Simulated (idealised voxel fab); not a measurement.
process module | voxel self aligned vias
Cross-section cut spans 210 nm and uses square cells 5 nm in size.
In this document a cross-section is written as a grid of square cells. It is given as a series of bands, listed from the top down, and a band is one or more rows of cells. For a band, the entry starts with two heights in nm, that of the top and then that of the bottom, and carries on with the band's materials in order from left to right, each alongside its width in nm; the word "everywhere" beside a single material means it fills the band edge to edge, and "blank" means empty space. Note: height 0 marks the level under which the wafer is uniformly one material as received. Lowest band unbounded below, written "top 0, no bottom". It should be noted that a width expressed as "30..40" varies in equal increments from row to row of cells within the band, taking the value of the first number at the top row and that of the second number at the bottom row. Reading "left unchanged" for a step: not a cell of the cross-section changed in it. The list in "Closed voids list" covers empty spaces of 8 cells or more that cannot reach the top through any open way, and it gives each as width x height at distance; the distance is from the left edge, and width, height and distance are in nm. Read whatever lies past the settings on a step's line as the simulator's own remark about the step. The "overlay nm" setting may appear on a step's line; for a step that uses a mask, it gives how far to the right of its planned position the mask lay, and a negative value indicates the left.
-- plan
1 RECEIVE,material Si
2 CONFORMAL_DEP,material SiO2,thk nm 10
3 CONFORMAL_DEP,material SiCN,thk nm 5
4 DIRECTIONAL_DEP,material lowk,thk nm 25
5 PATTERN,tone open,mask id LINES,material resist,width nm 25,pitch nm 55,thk nm 15,overlay nm 0
6 DIRECTIONAL_ETCH,etch materials lowk,depth nm 25
7 STRIP,etch materials resist
8 CONFORMAL_DEP,material TiN,thk nm 5
9 FILL_DEP,material Ru,thk nm 5
10 CMP,height nm 40
11 SELECTIVE_ETCH,etch materials W Ru TiN,depth nm 10
12 FILL_DEP,material SiN,thk nm 5
13 CMP,height nm 40
14 DIRECTIONAL_DEP,material lowk,thk nm 20
15 MASKED_ETCH,tone open,mask id VIAS,width nm 35,pitch nm 55,etch materials lowk,depth nm 20,overlay nm 0
16 MASKED_ETCH,tone open,mask id VIAS,width nm 35,pitch nm 55,etch materials SiN,depth nm 10,overlay nm 0
17 CONFORMAL_DEP,material TiN,thk nm 5
18 FILL_DEP,material Ru,thk nm 5
19 CMP,height nm 60
20 CONFORMAL_DEP,material SiN,thk nm 5
-- The following pertains to the first of two wafers, which was processed as planned
-- Here's what the wafer looked like in cross-section when it arrived - that's after step 1
> top 0, no bottom | Si everywhere
> Closed voids list: none
-- Cross-sectional representation of the wafer at the conclusion of step 2
> top 10, bottom 0 | SiO2 everywhere
> Whatever lies below 0 is exactly as it was before.
-- Cross-sectional representation of the wafer at the conclusion of step 3
> top 15, bottom 10 | SiCN everywhere
> Whatever lies below 10 is exactly as it was before.
-- Cross-sectional representation of the wafer at the conclusion of step 4
> top 40, bottom 15 | lowk everywhere
> Whatever lies below 15 is exactly as it was before.
-- Cross-sectional representation of the wafer at the conclusion of step 5
> top 55, bottom 40 | 35 nm resist, then 25 nm blank, then 30 nm resist, then 25 nm blank, then 30 nm resist, then 25 nm blank, then 40 nm resist
> Whatever lies below 40 is exactly as it was before.
-- Cross-sectional representation of the wafer at the conclusion of step 6
> top 55, bottom 40 | 35 nm resist, then 25 nm blank, then 30 nm resist, then 25 nm blank, then 30 nm resist, then 25 nm blank, then 40 nm resist
> top 40, bottom 15 | 35 nm lowk, then 25 nm blank, then 30 nm lowk, then 25 nm blank, then 30 nm lowk, then 25 nm blank, then 40 nm lowk
> Whatever lies below 15 is exactly as it was before.
-- Cross-sectional representation of the wafer at the conclusion of step 7
> top 40, bottom 15 | 35 nm lowk, then 25 nm blank, then 30 nm lowk, then 25 nm blank, then 30 nm lowk, then 25 nm blank, then 40 nm lowk
> Whatever lies below 15 is exactly as it was before.
-- Cross-sectional representation of the wafer at the conclusion of step 8
> top 45, bottom 40 | 40 nm TiN, then 15 nm blank, then 40 nm TiN, then 15 nm blank, then 40 nm TiN, then 15 nm blank, then 45 nm TiN
> top 40, bottom 20 | 35 nm lowk, then 5 nm TiN, then 15 nm blank, then 5 nm TiN, then 30 nm lowk, then 5 nm TiN, then 15 nm blank, then 5 nm TiN, then 30 nm lowk, then 5 nm TiN, then 15 nm blank, then 5 nm TiN, then 40 nm lowk
> top 20, bottom 15 | 35 nm lowk, then 25 nm TiN, then 30 nm lowk, then 25 nm TiN, then 30 nm lowk, then 25 nm TiN, then 40 nm lowk
> Whatever lies below 15 is exactly as it was before.
-- Cross-sectional representation of the wafer at the conclusion of step 9
> top 50, bottom 45 | Ru everywhere
> top 45, bottom 40 | 40 nm TiN, then 15 nm Ru, then 40 nm TiN, then 15 nm Ru, then 40 nm TiN, then 15 nm Ru, then 45 nm TiN
> top 40, bottom 20 | 35 nm lowk, then 5 nm TiN, then 15 nm Ru, then 5 nm TiN, then 30 nm lowk, then 5 nm TiN, then 15 nm Ru, then 5 nm TiN, then 30 nm lowk, then 5 nm TiN, then 15 nm Ru, then 5 nm TiN, then 40 nm lowk
> Whatever lies below 20 is exactly as it was before.
-- Cross-sectional representation of the wafer at the conclusion of step 10
> top 40, bottom 20 | 35 nm lowk, then 5 nm TiN, then 15 nm Ru, then 5 nm TiN, then 30 nm lowk, then 5 nm TiN, then 15 nm Ru, then 5 nm TiN, then 30 nm lowk, then 5 nm TiN, then 15 nm Ru, then 5 nm TiN, then 40 nm lowk
> Whatever lies below 20 is exactly as it was before.
-- Cross-sectional representation of the wafer at the conclusion of step 11
> top 40, bottom 30 | 35 nm lowk, then 25 nm blank, then 30 nm lowk, then 25 nm blank, then 30 nm lowk, then 25 nm blank, then 40 nm lowk
> Whatever lies below 30 is exactly as it was before.
-- Cross-sectional representation of the wafer at the conclusion of step 12
> top 45, bottom 40 | SiN everywhere
> top 40, bottom 30 | 35 nm lowk, then 25 nm SiN, then 30 nm lowk, then 25 nm SiN, then 30 nm lowk, then 25 nm SiN, then 40 nm lowk
> Whatever lies below 30 is exactly as it was before.
-- Cross-sectional representation of the wafer at the conclusion of step 13
> top 40, bottom 30 | 35 nm lowk, then 25 nm SiN, then 30 nm lowk, then 25 nm SiN, then 30 nm lowk, then 25 nm SiN, then 40 nm lowk
> Whatever lies below 30 is exactly as it was before.
-- Cross-sectional representation of the wafer at the conclusion of step 14
> top 60, bottom 40 | lowk everywhere
> Whatever lies below 40 is exactly as it was before.
-- Cross-sectional representation of the wafer at the conclusion of step 15
> top 60, bottom 40 | 30 nm lowk, then 35 nm blank, then 20 nm lowk, then 35 nm blank, then 20 nm lowk, then 35 nm blank, then 35 nm lowk
> Whatever lies below 40 is exactly as it was before.
-- Cross-sectional representation of the wafer at the conclusion of step 16
> top 60, bottom 40 | 30 nm lowk, then 35 nm blank, then 20 nm lowk, then 35 nm blank, then 20 nm lowk, then 35 nm blank, then 35 nm lowk
> top 40, bottom 30 | 35 nm lowk, then 25 nm blank, then 30 nm lowk, then 25 nm blank, then 30 nm lowk, then 25 nm blank, then 40 nm lowk
> Whatever lies below 30 is exactly as it was before.
-- Cross-sectional representation of the wafer at the conclusion of step 17
> top 65, bottom 60 | 35 nm TiN, then 25 nm blank, then 30 nm TiN, then 25 nm blank, then 30 nm TiN, then 25 nm blank, then 40 nm TiN
> top 60, bottom 45 | 30 nm lowk, then 5 nm TiN, then 25 nm blank, then 5 nm TiN, then 20 nm lowk, then 5 nm TiN, then 25 nm blank, then 5 nm TiN, then 20 nm lowk, then 5 nm TiN, then 25 nm blank, then 5 nm TiN, then 35 nm lowk
> top 45, bottom 35 | 30..35 nm lowk, then 10..5 nm TiN, then 15 nm blank, then 10..5 nm TiN, then 20..30 nm lowk, then 10..5 nm TiN, then 15 nm blank, then 10..5 nm TiN, then 20..30 nm lowk, then 10..5 nm TiN, then 15 nm blank, then 10..5 nm TiN, then 35..40 nm lowk
> top 35, bottom 30 | 35 nm lowk, then 25 nm TiN, then 30 nm lowk, then 25 nm TiN, then 30 nm lowk, then 25 nm TiN, then 40 nm lowk
> Whatever lies below 30 is exactly as it was before.
-- Cross-sectional representation of the wafer at the conclusion of step 18
> top 70, bottom 65 | Ru everywhere
> top 65, bottom 60 | 35 nm TiN, then 25 nm Ru, then 30 nm TiN, then 25 nm Ru, then 30 nm TiN, then 25 nm Ru, then 40 nm TiN
> top 60, bottom 45 | 30 nm lowk, then 5 nm TiN, then 25 nm Ru, then 5 nm TiN, then 20 nm lowk, then 5 nm TiN, then 25 nm Ru, then 5 nm TiN, then 20 nm lowk, then 5 nm TiN, then 25 nm Ru, then 5 nm TiN, then 35 nm lowk
> top 45, bottom 35 | 30..35 nm lowk, then 10..5 nm TiN, then 15 nm Ru, then 10..5 nm TiN, then 20..30 nm lowk, then 10..5 nm TiN, then 15 nm Ru, then 10..5 nm TiN, then 20..30 nm lowk, then 10..5 nm TiN, then 15 nm Ru, then 10..5 nm TiN, then 35..40 nm lowk
> Whatever lies below 35 is exactly as it was before.
-- Cross-sectional representation of the wafer at the conclusion of step 19
> top 60, bottom 45 | 30 nm lowk, then 5 nm TiN, then 25 nm Ru, then 5 nm TiN, then 20 nm lowk, then 5 nm TiN, then 25 nm Ru, then 5 nm TiN, then 20 nm lowk, then 5 nm TiN, then 25 nm Ru, then 5 nm TiN, then 35 nm lowk
> Whatever lies below 45 is exactly as it was before.
-- Cross-sectional representation of the wafer at the conclusion of step 20
> top 65, bottom 60 | SiN everywhere
> Whatever lies below 60 is exactly as it was before.
-- The second wafer was prepared from the same starting point and under the same plan as the first; its processing contained one mistake, and it remains indistinguishable from the first wafer up to and including step 4
-- Cross-section, second wafer, at the end time the plan gives for step 5
> top 55, bottom 40 | 35 nm blank, then 25 nm resist, then 30 nm blank, then 25 nm resist, then 30 nm blank, then 25 nm resist, then 40 nm blank
> Whatever lies below 40 is exactly as it was before.
-- Cross-section, second wafer, at the end time the plan gives for step 6
> top 55, bottom 40 | 35 nm blank, then 25 nm resist, then 30 nm blank, then 25 nm resist, then 30 nm blank, then 25 nm resist, then 40 nm blank
> top 40, bottom 15 | 35 nm blank, then 25 nm lowk, then 30 nm blank, then 25 nm lowk, then 30 nm blank, then 25 nm lowk, then 40 nm blank
> Whatever lies below 15 is exactly as it was before.
-- Cross-section, second wafer, at the end time the plan gives for step 7
> top 40, bottom 15 | 35 nm blank, then 25 nm lowk, then 30 nm blank, then 25 nm lowk, then 30 nm blank, then 25 nm lowk, then 40 nm blank
> Whatever lies below 15 is exactly as it was before.
-- Cross-section, second wafer, at the end time the plan gives for step 8
> top 45, bottom 40 | 30 nm blank, then 35 nm TiN, then 20 nm blank, then 35 nm TiN, then 20 nm blank, then 35 nm TiN, then 35 nm blank
> top 40, bottom 20 | 30 nm blank, then 5 nm TiN, then 25 nm lowk, then 5 nm TiN, then 20 nm blank, then 5 nm TiN, then 25 nm lowk, then 5 nm TiN, then 20 nm blank, then 5 nm TiN, then 25 nm lowk, then 5 nm TiN, then 35 nm blank
> top 20, bottom 15 | 35 nm TiN, then 25 nm lowk, then 30 nm TiN, then 25 nm lowk, then 30 nm TiN, then 25 nm lowk, then 40 nm TiN
> Whatever lies below 15 is exactly as it was before.
-- Cross-section, second wafer, at the end time the plan gives for step 9
> top 50, bottom 45 | Ru everywhere
> top 45, bottom 40 | 30 nm Ru, then 35 nm TiN, then 20 nm Ru, then 35 nm TiN, then 20 nm Ru, then 35 nm TiN, then 35 nm Ru
> top 40, bottom 20 | 30 nm Ru, then 5 nm TiN, then 25 nm lowk, then 5 nm TiN, then 20 nm Ru, then 5 nm TiN, then 25 nm lowk, then 5 nm TiN, then 20 nm Ru, then 5 nm TiN, then 25 nm lowk, then 5 nm TiN, then 35 nm Ru
> Whatever lies below 20 is exactly as it was before.
-- Cross-section, second wafer, at the end time the plan gives for step 10
> top 40, bottom 20 | 30 nm Ru, then 5 nm TiN, then 25 nm lowk, then 5 nm TiN, then 20 nm Ru, then 5 nm TiN, then 25 nm lowk, then 5 nm TiN, then 20 nm Ru, then 5 nm TiN, then 25 nm lowk, then 5 nm TiN, then 35 nm Ru
> Whatever lies below 20 is exactly as it was before.
-- Cross-section, second wafer, at the end time the plan gives for step 11
> top 40, bottom 30 | 35 nm blank, then 25 nm lowk, then 30 nm blank, then 25 nm lowk, then 30 nm blank, then 25 nm lowk, then 40 nm blank
> Whatever lies below 30 is exactly as it was before.
-- Cross-section, second wafer, at the end time the plan gives for step 12
> top 45, bottom 40 | SiN everywhere
> top 40, bottom 30 | 35 nm SiN, then 25 nm lowk, then 30 nm SiN, then 25 nm lowk, then 30 nm SiN, then 25 nm lowk, then 40 nm SiN
> Whatever lies below 30 is exactly as it was before.
-- Cross-section, second wafer, at the end time the plan gives for step 13
> top 40, bottom 30 | 35 nm SiN, then 25 nm lowk, then 30 nm SiN, then 25 nm lowk, then 30 nm SiN, then 25 nm lowk, then 40 nm SiN
> Whatever lies below 30 is exactly as it was before.
-- Cross-section, second wafer, at the end time the plan gives for step 14
> top 60, bottom 40 | lowk everywhere
> Whatever lies below 40 is exactly as it was before.
-- Cross-section, second wafer, at the end time the plan gives for step 15
> top 60, bottom 40 | 30 nm lowk, then 35 nm blank, then 20 nm lowk, then 35 nm blank, then 20 nm lowk, then 35 nm blank, then 35 nm lowk
> Whatever lies below 40 is exactly as it was before.
-- Cross-section, second wafer, at the end time the plan gives for step 16
> top 60, bottom 40 | 30 nm lowk, then 35 nm blank, then 20 nm lowk, then 35 nm blank, then 20 nm lowk, then 35 nm blank, then 35 nm lowk
> top 40, bottom 30 | 30 nm SiN, then 5 nm blank, then 25 nm lowk, then 5 nm blank, then 20 nm SiN, then 5 nm blank, then 25 nm lowk, then 5 nm blank, then 20 nm SiN, then 5 nm blank, then 25 nm lowk, then 5 nm blank, then 35 nm SiN
> Whatever lies below 30 is exactly as it was before.
-- Cross-section, second wafer, at the end time the plan gives for step 17
> top 65, bottom 60 | 35 nm TiN, then 25 nm blank, then 30 nm TiN, then 25 nm blank, then 30 nm TiN, then 25 nm blank, then 40 nm TiN
> top 60, bottom 45 | 30 nm lowk, then 5 nm TiN, then 25 nm blank, then 5 nm TiN, then 20 nm lowk, then 5 nm TiN, then 25 nm blank, then 5 nm TiN, then 20 nm lowk, then 5 nm TiN, then 25 nm blank, then 5 nm TiN, then 35 nm lowk
> top 45, bottom 40 | 30 nm lowk, then 35 nm TiN, then 20 nm lowk, then 35 nm TiN, then 20 nm lowk, then 35 nm TiN, then 35 nm lowk
> top 40, bottom 30 | 30 nm SiN, then 5 nm TiN, then 25 nm lowk, then 5 nm TiN, then 20 nm SiN, then 5 nm TiN, then 25 nm lowk, then 5 nm TiN, then 20 nm SiN, then 5 nm TiN, then 25 nm lowk, then 5 nm TiN, then 35 nm SiN
> Whatever lies below 30 is exactly as it was before.
-- Cross-section, second wafer, at the end time the plan gives for step 18
> top 70, bottom 65 | Ru everywhere
> top 65, bottom 60 | 35 nm TiN, then 25 nm Ru, then 30 nm TiN, then 25 nm Ru, then 30 nm TiN, then 25 nm Ru, then 40 nm TiN
> top 60, bottom 45 | 30 nm lowk, then 5 nm TiN, then 25 nm Ru, then 5 nm TiN, then 20 nm lowk, then 5 nm TiN, then 25 nm Ru, then 5 nm TiN, then 20 nm lowk, then 5 nm TiN, then 25 nm Ru, then 5 nm TiN, then 35 nm lowk
> Whatever lies below 45 is exactly as it was before.
-- Cross-section, second wafer, at the end time the plan gives for step 19
> top 60, bottom 45 | 30 nm lowk, then 5 nm TiN, then 25 nm Ru, then 5 nm TiN, then 20 nm lowk, then 5 nm TiN, then 25 nm Ru, then 5 nm TiN, then 20 nm lowk, then 5 nm TiN, then 25 nm Ru, then 5 nm TiN, then 35 nm lowk
> Whatever lies below 45 is exactly as it was before.
-- Cross-section, second wafer, at the end time the plan gives for step 20
> top 65, bottom 60 | SiN everywhere
> Whatever lies below 60 is exactly as it was before.
Plan not followed: step 5: run off-plan, actual operation and settings PATTERN,tone cover,mask id LINES,material resist,width nm 25,pitch nm 55,thk nm 15,overlay nm 0
Final cells, second wafer relative to first, materials higher or lower: +6 Ru; +42 SiN; +12 TiN; -60 lowk
